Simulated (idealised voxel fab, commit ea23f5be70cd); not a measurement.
Process module name: voxel gate over fins
For reference, the cross-section in this document is cut, with width 235 nm and square cells of 5 nm.
Cross-section = grid of square cells, listed top down in bands; band = one or more rows.
The band entry comprises the height of the band's top followed by the height of its bottom, expressed in nm, and subsequently the band's materials from left to right, each stated together with its width in nm. Where a single material is marked with the word "edge to edge", that material fills the band from edge to edge. The word "air" represents empty space.
Height reference: 0 = level under which incoming wafer is all one material. Lowest band: no bottom, runs on downward, e.g. "0 down".
The two numbers in a width such as "30->40" mark its ends across the band: the first belongs to the top row of cells, the second to the bottom row, and from each row to the next the width moves by the same amount.
The designation "stayed the same", where it is given for a processing step, indicates that no cell of the cross-section was altered in the course of that step.
In the "Closed void table" entry, you get each enclosed empty space of 8 cells or more, one with no open way to the top, written width x height at distance, distance from the left edge, in nm.
On a step's line, text after the settings is the simulator commenting on that step.
"overlay nm" answers the question of how far to the right of plan the mask lay on a step that has a mask, and when it is negative the answer is to the left.
Planned step list for the process:
1) RECEIVE with material Si
2) CONFORMAL_DEP with material SiN, thk nm 5
3) PATTERN with tone cover, mask id FINS, material resist, width nm 15, pitch nm 40, thk nm 15, overlay nm 0
4) DIRECTIONAL_ETCH with etch materials SiN, depth nm 5
5) DIRECTIONAL_ETCH with etch materials Si, depth nm 35
6) STRIP with etch materials resist
7) OXIDIZE with depth nm 5
8) FILL_DEP with material SiO2, thk nm 10
9) CMP with height nm -5
10) SELECTIVE_ETCH with etch materials SiO2, depth nm 15
11) STRIP with etch materials SiN
12) CONFORMAL_DEP with material HfO2, thk nm 5
13) CONFORMAL_DEP with material TiN, thk nm 5
14) CONFORMAL_DEP with material TiAl, thk nm 5
15) CONFORMAL_DEP with material TiN, thk nm 5
16) FILL_DEP with material W, thk nm 10
17) CMP with height nm 25
18) CONFORMAL_DEP with material SiCN, thk nm 5
All wafers enter the flow in the same state. The height nm at step 9 differs from wafer to wafer, and the plan gives the value for the first wafer.
Cross-section, first of several wafers, as delivered after step 1:
- 0 down: Si edge to edge
- Closed void table: none
Cross-section after step 18, the final step of the module, for the first of several wafers:
- 30 to 25: SiCN edge to edge
- 25 to 15: W edge to edge
- 15 to 10: W 75 nm / TiN 85 nm / W 75 nm
- 10 to 5: W 75 nm / TiN 5 nm / TiAl 35 nm / TiN 5 nm / TiAl 35 nm / TiN 5 nm / W 75 nm
- 5 to 0: W 75 nm / TiN 5 nm / TiAl 5 nm / TiN 25 nm / TiAl 5 nm / TiN 5 nm / TiAl 5 nm / TiN 25 nm / TiAl 5 nm / TiN 5 nm / W 75 nm
- 0 to -5: TiN 80 nm / TiAl 5 nm / TiN 5 nm / HfO2 15 nm / TiN 5 nm / TiAl 5 nm / TiN 5 nm / TiAl 5 nm / TiN 5 nm / HfO2 15 nm / TiN 5 nm / TiAl 5 nm / TiN 80 nm
- -5 to -10: TiAl 85 nm / TiN 5 nm / HfO2 5 nm / Si 5 nm / HfO2 5 nm / TiN 5 nm / TiAl 15 nm / TiN 5 nm / HfO2 5 nm / Si 5 nm / HfO2 5 nm / TiN 5 nm / TiAl 85 nm
- -10 to -15: TiN 90 nm / HfO2 5 nm / Si 5 nm / HfO2 5 nm / TiN 25 nm / HfO2 5 nm / Si 5 nm / HfO2 5 nm / TiN 90 nm
- -15 to -20: HfO2 95 nm / Si 5 nm / HfO2 35 nm / Si 5 nm / HfO2 95 nm
- -20 to -40: SiO2 95 nm / Si 5 nm / SiO2 35 nm / Si 5 nm / SiO2 95 nm
- -40 down: Si edge to edge
- Closed void table: none
Cross-section at module completion, last wafer:
- 30 to 25: SiCN edge to edge
- 25 to 20: W edge to edge
- 20 to 15: TiN edge to edge
- 15 to 10: TiAl edge to edge
- 10 to 5: TiN edge to edge
- 5 to 0: HfO2 edge to edge
- 0 to -40: SiO2 95 nm / Si 5 nm / SiO2 35 nm / Si 5 nm / SiO2 95 nm
- -40 down: Si edge to edge
- Closed void table: none
Quick key for the table: a row per wafer, taken at the end of the module. For each material it tells you how many cells the wafer gained (+) or lost (-) since it came in, and the closed voids come after:
height nm -5, +59 HfO2, -362 Si, +47 SiCN, +180 SiO2, +59 TiAl, +115 TiN, +184 W, Closed void table: none
height nm 0, +59 HfO2, -360 Si, +47 SiCN, +225 SiO2, +59 TiAl, +115 TiN, +137 W, Closed void table: none
height nm 5, +55 HfO2, -360 Si, +47 SiCN, +270 SiO2, +55 TiAl, +108 TiN, +107 W, Closed void table: none
height nm 10, +51 HfO2, -360 Si, +47 SiCN, +315 SiO2, +51 TiAl, +101 TiN, +77 W, Closed void table: none
height nm 15, +47 HfO2, -360 Si, +47 SiCN, +360 SiO2, +47 TiAl, +94 TiN, +47 W, Closed void table: none
